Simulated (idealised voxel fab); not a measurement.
Module name: voxel quadruple lines (process module)
Each square cell in cross-section cut measures 5 nm, and the section as a whole is 300 nm wide.
A cross-section in this document is a grid of square cells, and it is written down as bands, the top band listed before the ones below it; a band is made up of one or more rows of cells.
Look at the band entry: it leads with the top's height and the bottom's height in nm. Then it lists the materials left to right, with a width in nm for each. The word "edge to edge" on a single material says that material fills the band edge to edge. The word "air" is empty space.
Heights from 0 (as-received wafer is one material below). Bottom band endless downward, as "0 and below".
Width "30..40": first value at the band's top row of cells, second value at its bottom row, equal change from row to row.
The designation "no change occurred", where it is given for a processing step, indicates that no cell of the cross-section was altered in the course of that step.
Closed-off voids of 8+ cells (no open route to the top) go in "Enclosed internal cavities", written width x height at distance from the left edge, in nm.
Step line, after settings: the simulator's comment on this step.
The setting "overlay nm" may be written on the line of a step. When the step uses a mask, the value reports how far to the right of the planned place the mask lay, and a negative value reports that it lay to the left.
[Intended process steps]
1. RECEIVE with material Si
2. CONFORMAL_DEP with material Al2O3, thk nm 10
3. DIRECTIONAL_DEP with material W, thk nm 10
4. DIRECTIONAL_DEP with material polySi, thk nm 20
5. DIRECTIONAL_DEP with material aC, thk nm 25
6. PATTERN with tone cover, mask id MANDREL, material resist, width nm 25, pitch nm 80, thk nm 35, overlay nm 0
7. DIRECTIONAL_ETCH with etch materials aC, depth nm 25
8. STRIP with etch materials resist
9. CONFORMAL_DEP with material SiO2, thk nm 15
10. DIRECTIONAL_ETCH with etch materials SiO2, depth nm 15
11. STRIP with etch materials aC
12. DIRECTIONAL_ETCH with etch materials polySi, depth nm 20
13. STRIP with etch materials SiO2
14. CONFORMAL_DEP with material SiN, thk nm 5
15. DIRECTIONAL_ETCH with etch materials SiN, depth nm 5
16. STRIP with etch materials polySi
17. DIRECTIONAL_ETCH with etch materials W, depth nm 10
18. STRIP with etch materials SiN
19. FILL_DEP with material lowk, thk nm 10
20. CMP with height nm 20
[First wafer out of two, processed as planned]
[This is the cross-section of the wafer as we received it, i.e. after step 1]
- 0 and below | Si edge to edge
- Enclosed internal cavities: none
[Wafer xsec, post step 2]
- 10 down to 0 | Al2O3 edge to edge
- Everything below 0 is unchanged.
[Wafer xsec, post step 3]
- 20 down to 10 | W edge to edge
- Everything below 10 is unchanged.
[Wafer xsec, post step 4]
- 40 down to 20 | polySi edge to edge
- Everything below 20 is unchanged.
[Wafer xsec, post step 5]
- 65 down to 40 | aC edge to edge
- Everything below 40 is unchanged.
[Wafer xsec, post step 6]
- 100 down to 65 | air=95 / resist=25 / air=55 / resist=25 / air=100
- Everything below 65 is unchanged.
[Wafer xsec, post step 7]
- 75 down to 65 | air=95 / resist=25 / air=55 / resist=25 / air=100
- 65 down to 40 | air=95 / aC=25 / air=55 / aC=25 / air=100
- Everything below 40 is unchanged.
[Wafer xsec, post step 8]
- 65 down to 40 | air=95 / aC=25 / air=55 / aC=25 / air=100
- Everything below 40 is unchanged.
[Wafer xsec, post step 9]
- 80 down to 65 | air=80 / SiO2=55 / air=25 / SiO2=55 / air=85
- 65 down to 55 | air=80 / SiO2=15 / aC=25 / SiO2=15 / air=25 / SiO2=15 / aC=25 / SiO2=15 / air=85
- 55 down to 40 | SiO2=95 / aC=25 / SiO2=55 / aC=25 / SiO2=100
- Everything below 40 is unchanged.
[Wafer xsec, post step 10]
- 65 down to 40 | air=80 / SiO2=15 / aC=25 / SiO2=15 / air=25 / SiO2=15 / aC=25 / SiO2=15 / air=85
- Everything below 40 is unchanged.
[Wafer xsec, post step 11]
- 65 down to 40 | air=80 / SiO2=15 / air=25 / SiO2=15 / air=25 / SiO2=15 / air=25 / SiO2=15 / air=85
- Everything below 40 is unchanged.
[Wafer xsec, post step 12]
- 65 down to 40 | air=80 / SiO2=15 / air=25 / SiO2=15 / air=25 / SiO2=15 / air=25 / SiO2=15 / air=85
- 40 down to 20 | air=80 / polySi=15 / air=25 / polySi=15 / air=25 / polySi=15 / air=25 / polySi=15 / air=85
- Everything below 20 is unchanged.
[Wafer xsec, post step 13]
- 40 down to 20 | air=80 / polySi=15 / air=25 / polySi=15 / air=25 / polySi=15 / air=25 / polySi=15 / air=85
- Everything below 20 is unchanged.
[Wafer xsec, post step 14]
- 45 down to 40 | air=75 / SiN=25 / air=15 / SiN=25 / air=15 / SiN=25 / air=15 / SiN=25 / air=80
- 40 down to 25 | air=75 / SiN=5 / polySi=15 / SiN=5 / air=15 / SiN=5 / polySi=15 / SiN=5 / air=15 / SiN=5 / polySi=15 / SiN=5 / air=15 / SiN=5 / polySi=15 / SiN=5 / air=80
- 25 down to 20 | SiN=80 / polySi=15 / SiN=25 / polySi=15 / SiN=25 / polySi=15 / SiN=25 / polySi=15 / SiN=85
- Everything below 20 is unchanged.
[Wafer xsec, post step 15]
- 40 down to 20 | air=75 / SiN=5 / polySi=15 / SiN=5 / air=15 / SiN=5 / polySi=15 / SiN=5 / air=15 / SiN=5 / polySi=15 / SiN=5 / air=15 / SiN=5 / polySi=15 / SiN=5 / air=80
- Everything below 20 is unchanged.
[Wafer xsec, post step 16]
- 40 down to 20 | air=75 / SiN=5 / air=15 / SiN=5 / air=15 / SiN=5 / air=15 / SiN=5 / air=15 / SiN=5 / air=15 / SiN=5 / air=15 / SiN=5 / air=15 / SiN=5 / air=80
- Everything below 20 is unchanged.
[Wafer xsec, post step 17]
- 40 down to 20 | air=75 / SiN=5 / air=15 / SiN=5 / air=15 / SiN=5 / air=15 / SiN=5 / air=15 / SiN=5 / air=15 / SiN=5 / air=15 / SiN=5 / air=15 / SiN=5 / air=80
- 20 down to 10 | air=75 / W=5 / air=15 / W=5 / air=15 / W=5 / air=15 / W=5 / air=15 / W=5 / air=15 / W=5 / air=15 / W=5 / air=15 / W=5 / air=80
- Everything below 10 is unchanged.
[Wafer xsec, post step 18]
- 20 down to 10 | air=75 / W=5 / air=15 / W=5 / air=15 / W=5 / air=15 / W=5 / air=15 / W=5 / air=15 / W=5 / air=15 / W=5 / air=15 / W=5 / air=80
- Everything below 10 is unchanged.
[Wafer xsec, post step 19]
- 30 down to 20 | lowk edge to edge
- 20 down to 10 | lowk=75 / W=5 / lowk=15 / W=5 / lowk=15 / W=5 / lowk=15 / W=5 / lowk=15 / W=5 / lowk=15 / W=5 / lowk=15 / W=5 / lowk=15 / W=5 / lowk=80
- Everything below 10 is unchanged.
[Wafer xsec, post step 20]
- 20 down to 10 | lowk=75 / W=5 / lowk=15 / W=5 / lowk=15 / W=5 / lowk=15 / W=5 / lowk=15 / W=5 / lowk=15 / W=5 / lowk=15 / W=5 / lowk=15 / W=5 / lowk=80
- Everything below 10 is unchanged.
[Second wafer. Start and plan as for the first. One mistake made in running. Agrees with the first up to and including step 5]
[Look at the second wafer in cross-section at the time step 6 ought to have finished]
- 100 down to 65 | air=85 / resist=25 / air=55 / resist=25 / air=110
- Everything below 65 is unchanged.
[Look at the second wafer in cross-section at the time step 7 ought to have finished]
- 75 down to 65 | air=85 / resist=25 / air=55 / resist=25 / air=110
- 65 down to 40 | air=85 / aC=25 / air=55 / aC=25 / air=110
- Everything below 40 is unchanged.
[Look at the second wafer in cross-section at the time step 8 ought to have finished]
- 65 down to 40 | air=85 / aC=25 / air=55 / aC=25 / air=110
- Everything below 40 is unchanged.
[Look at the second wafer in cross-section at the time step 9 ought to have finished]
- 80 down to 65 | air=70 / SiO2=55 / air=25 / SiO2=55 / air=95
- 65 down to 55 | air=70 / SiO2=15 / aC=25 / SiO2=15 / air=25 / SiO2=15 / aC=25 / SiO2=15 / air=95
- 55 down to 40 | SiO2=85 / aC=25 / SiO2=55 / aC=25 / SiO2=110
- Everything below 40 is unchanged.
[Look at the second wafer in cross-section at the time step 10 ought to have finished]
- 65 down to 40 | air=70 / SiO2=15 / aC=25 / SiO2=15 / air=25 / SiO2=15 / aC=25 / SiO2=15 / air=95
- Everything below 40 is unchanged.
[Look at the second wafer in cross-section at the time step 11 ought to have finished]
- 65 down to 40 | air=70 / SiO2=15 / air=25 / SiO2=15 / air=25 / SiO2=15 / air=25 / SiO2=15 / air=95
- Everything below 40 is unchanged.
[Look at the second wafer in cross-section at the time step 12 ought to have finished]
- 65 down to 40 | air=70 / SiO2=15 / air=25 / SiO2=15 / air=25 / SiO2=15 / air=25 / SiO2=15 / air=95
- 40 down to 20 | air=70 / polySi=15 / air=25 / polySi=15 / air=25 / polySi=15 / air=25 / polySi=15 / air=95
- Everything below 20 is unchanged.
[Look at the second wafer in cross-section at the time step 13 ought to have finished]
- 40 down to 20 | air=70 / polySi=15 / air=25 / polySi=15 / air=25 / polySi=15 / air=25 / polySi=15 / air=95
- Everything below 20 is unchanged.
[Look at the second wafer in cross-section at the time step 14 ought to have finished]
- 45 down to 40 | air=65 / SiN=25 / air=15 / SiN=25 / air=15 / SiN=25 / air=15 / SiN=25 / air=90
- 40 down to 25 | air=65 / SiN=5 / polySi=15 / SiN=5 / air=15 / SiN=5 / polySi=15 / SiN=5 / air=15 / SiN=5 / polySi=15 / SiN=5 / air=15 / SiN=5 / polySi=15 / SiN=5 / air=90
- 25 down to 20 | SiN=70 / polySi=15 / SiN=25 / polySi=15 / SiN=25 / polySi=15 / SiN=25 / polySi=15 / SiN=95
- Everything below 20 is unchanged.
[Look at the second wafer in cross-section at the time step 15 ought to have finished]
- 40 down to 20 | air=65 / SiN=5 / polySi=15 / SiN=5 / air=15 / SiN=5 / polySi=15 / SiN=5 / air=15 / SiN=5 / polySi=15 / SiN=5 / air=15 / SiN=5 / polySi=15 / SiN=5 / air=90
- Everything below 20 is unchanged.
[Look at the second wafer in cross-section at the time step 16 ought to have finished]
- 40 down to 20 | air=65 / SiN=5 / air=15 / SiN=5 / air=15 / SiN=5 / air=15 / SiN=5 / air=15 / SiN=5 / air=15 / SiN=5 / air=15 / SiN=5 / air=15 / SiN=5 / air=90
- Everything below 20 is unchanged.
[Look at the second wafer in cross-section at the time step 17 ought to have finished]
- 40 down to 20 | air=65 / SiN=5 / air=15 / SiN=5 / air=15 / SiN=5 / air=15 / SiN=5 / air=15 / SiN=5 / air=15 / SiN=5 / air=15 / SiN=5 / air=15 / SiN=5 / air=90
- 20 down to 10 | air=65 / W=5 / air=15 / W=5 / air=15 / W=5 / air=15 / W=5 / air=15 / W=5 / air=15 / W=5 / air=15 / W=5 / air=15 / W=5 / air=90
- Everything below 10 is unchanged.
[Look at the second wafer in cross-section at the time step 18 ought to have finished]
- 20 down to 10 | air=65 / W=5 / air=15 / W=5 / air=15 / W=5 / air=15 / W=5 / air=15 / W=5 / air=15 / W=5 / air=15 / W=5 / air=15 / W=5 / air=90
- Everything below 10 is unchanged.
[Look at the second wafer in cross-section at the time step 19 ought to have finished]
- 30 down to 20 | lowk edge to edge
- 20 down to 10 | lowk=65 / W=5 / lowk=15 / W=5 / lowk=15 / W=5 / lowk=15 / W=5 / lowk=15 / W=5 / lowk=15 / W=5 / lowk=15 / W=5 / lowk=15 / W=5 / lowk=90
- Everything below 10 is unchanged.
[Look at the second wafer in cross-section at the time step 20 ought to have finished]
- 20 down to 10 | lowk=65 / W=5 / lowk=15 / W=5 / lowk=15 / W=5 / lowk=15 / W=5 / lowk=15 / W=5 / lowk=15 / W=5 / lowk=15 / W=5 / lowk=15 / W=5 / lowk=90
- Everything below 10 is unchanged.
Finding, execution versus plan: step 6 was processed under conditions differing from the plan, specifically as PATTERN with tone cover, mask id MANDREL, material resist, width nm 25, pitch nm 80, thk nm 35, overlay nm -10
Cell counts per material: same on both final wafers. Positions: different.
